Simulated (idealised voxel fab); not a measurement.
Presented below is a process module, voxel tone inversion.
This is section cut - it's 295 nm across, gridded in 5 nm square cells.
Heads up, the way a cross-section reads in here is a grid of square cells, handed over as bands from the top down, with every band being one or more rows of cells.
The band entry comprises the height of the band's top followed by the height of its bottom, expressed in nm, and subsequently the band's materials from left to right, each stated together with its width in nm. Where a single material is marked with the word "everywhere", that material fills the band from edge to edge. The word "empty" represents empty space.
Height 0 is the level under which the wafer as received is all one material. The lowest band goes on downwards, as in "from 0 down".
A width given as "30 to 40" starts at the first number in the band's top row and ends at the second number in its bottom row, shifting by an equal amount at every step from row to row.
"nothing got changed" -> step changed no cross-section cell.
Heads up: "Internal closed voids" only lists the empty pockets with no open path to the top that are 8 cells or more, and it writes them as width x height at distance, distance from the left edge, in nm.
On a step's line, text after the settings is the simulator commenting on that step.
Among the settings permitted on a step's line is "overlay nm"; applied to a step with a mask, it specifies the extent to which the mask lay to the right of its planned position, whereas a negative figure signifies a position to the left.

### Here's what the planned process steps look like
1 RECEIVE with material Si
2 CONFORMAL_DEP with material SiN, thk nm 5
3 DIRECTIONAL_DEP with material polySi, thk nm 20
4 PATTERN with tone cover, mask id POSTS, material resist, width nm 25, pitch nm 55, thk nm 25, overlay nm 0
5 DIRECTIONAL_ETCH with etch materials polySi, depth nm 20
6 STRIP with etch materials resist
7 FILL_DEP with material lowk, thk nm 5
8 CMP with height nm 25
9 STRIP with etch materials polySi
10 CONFORMAL_DEP with material TiN, thk nm 5
11 FILL_DEP with material Cu, thk nm 10
12 CMP with height nm 25
13 CONFORMAL_DEP with material SiCN, thk nm 5

### Cross-section of the wafer as it came to us, i.e., already through step 1
from 0 down  Si everywhere
Internal closed voids: none

### First wafer of two, sectioned at end of module; run went per plan
from 30 to 25  SiCN everywhere
from 25 to 10  80 lowk / 5 TiN / 15 Cu / 5 TiN / 30 lowk / 5 TiN / 15 Cu / 5 TiN / 30 lowk / 5 TiN / 15 Cu / 5 TiN / 80 lowk
from 10 to 5  80 lowk / 25 TiN / 30 lowk / 25 TiN / 30 lowk / 25 TiN / 80 lowk
from 5 to 0  SiN everywhere
from 0 down  Si everywhere
Internal closed voids: none

### Now the second wafer, cross-sectioned at the end of the module. Nothing different at the start, nothing different in the plan compared with the first, just one mistake when it was actually run
from 30 to 25  SiCN everywhere
from 25 to 20  lowk everywhere
from 20 to 0  80 lowk / 25 polySi / 30 lowk / 25 polySi / 30 lowk / 25 polySi / 80 lowk
from 0 down  Si everywhere
Internal closed voids: none
Run error: step 2 from the plan never happened, it was just skipped
at the end the second wafer has, in cells: Cu -27, SiN -59, TiN -33, lowk +59, polySi +60
